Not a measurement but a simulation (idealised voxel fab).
Process module heading - voxel wiring stack
Each square cell in cross-section cut measures 5 nm, and the section as a whole is 285 nm wide.
Notation: cross-section as square-cell grid; stated in bands, top first, going down; one or more cell rows per band. This entry defines a band. It first specifies the height of the band's top and the height of its bottom in nm, and then specifies the band's materials from left to right, stating each material with its width in nm. The word "all across" identifies a single material that fills the band from edge to edge, while the word "blank" identifies empty space. Height reference: 0 = level under which incoming wafer is all one material. Lowest band: no bottom, runs on downward, e.g. "0 nm and below". Width "30..40": first value at the band's top row of cells, second value at its bottom row, equal change from row to row. Given "nothing different" for a step, no cell of the cross-section differs between before and after that step. Empty spaces without an open route to the top, at least 8 cells in extent, make up the entry "Listed closed voids"; each is given as width x height at distance, where the distance is measured from the left edge, and all are in nm. That trailing text on a step's line, after the settings, is the simulator's own remark on the step. The "overlay nm" setting may appear on a step's line; for a step that uses a mask, it gives how far to the right of its planned position the mask lay, and a negative value indicates the left.
**These are the steps we planned for the process**
step 1: RECEIVE, material Si
step 2: CONFORMAL_DEP, material SiO2, thk nm 15
step 3: CONFORMAL_DEP, material SiN, thk nm 5
step 4: DIRECTIONAL_DEP, material SiO2, thk nm 20
step 5: DIRECTIONAL_DEP, material aC, thk nm 15
step 6: PATTERN, tone open, mask id METAL_1, material resist, width nm 15, pitch nm 50, thk nm 35, overlay nm 0
step 7: DIRECTIONAL_ETCH, etch materials aC, depth nm 15
step 8: STRIP, etch materials resist
step 9: DIRECTIONAL_ETCH, etch materials SiO2, depth nm 20
step 10: DIRECTIONAL_ETCH, etch materials SiN, depth nm 5
step 11: STRIP, etch materials aC
step 12: CONFORMAL_DEP, material TiN, thk nm 5
step 13: FILL_DEP, material W, thk nm 5
step 14: CMP, height nm 40
step 15: EPI, material Ru, thk nm 5
step 16: FILL_DEP, material SiCN, thk nm 5
step 17: DIRECTIONAL_DEP, material SiO2, thk nm 15
step 18: PATTERN, tone open, mask id PLUG_1, material resist, width nm 15, pitch nm 50, thk nm 20, overlay nm 0
step 19: DIRECTIONAL_ETCH, etch materials SiO2, depth nm 15
step 20: DIRECTIONAL_ETCH, etch materials SiCN, depth nm 5
step 21: STRIP, etch materials resist
step 22: CONFORMAL_DEP, material TiN, thk nm 5
step 23: FILL_DEP, material Ru, thk nm 10
step 24: CMP, height nm 65
step 25: CONFORMAL_DEP, material SiN, thk nm 5
step 26: DIRECTIONAL_DEP, material lowk, thk nm 20
step 27: MASKED_ETCH, tone open, mask id METAL_2, width nm 25, pitch nm 50, etch materials lowk, depth nm 20, overlay nm 0
step 28: MASKED_ETCH, tone open, mask id METAL_2, width nm 25, pitch nm 50, etch materials SiN, depth nm 5, overlay nm 0
step 29: CONFORMAL_DEP, material TiN, thk nm 5
step 30: FILL_DEP, material Cu, thk nm 5
step 31: CMP, height nm 90
step 32: CONFORMAL_DEP, material SiCN, thk nm 5
Same starting wafers, different width nm at step 6. Plan value belongs to the first wafer.
**Cross-sectional view of the first of several wafers in the as-received condition, corresponding to the state following step 1**
0 nm and below = Si all across
Listed closed voids: none
**So in this table every wafer gets its own row, and what you see is where it stands at the end of the module: for each material, how many cells it picked up (+) or gave up (-) since we received it, and after that its closed voids**
width nm 15 | +36 Cu | +24 Ru | +147 SiCN | +90 SiN | +507 SiO2 | +99 TiN | +12 W | +168 lowk | Listed closed voids: none
width nm 20 | +36 Cu | +27 Ru | +144 SiCN | +87 SiN | +495 SiO2 | +102 TiN | +24 W | +168 lowk | Listed closed voids: none
width nm 25 | +36 Cu | +30 Ru | +141 SiCN | +84 SiN | +483 SiO2 | +105 TiN | +36 W | +168 lowk | Listed closed voids: none
width nm 30 | +36 Cu | +33 Ru | +138 SiCN | +81 SiN | +471 SiO2 | +108 TiN | +48 W | +168 lowk | Listed closed voids: none
width nm 35 | +36 Cu | +36 Ru | +135 SiCN | +78 SiN | +459 SiO2 | +111 TiN | +60 W | +168 lowk | Listed closed voids: none
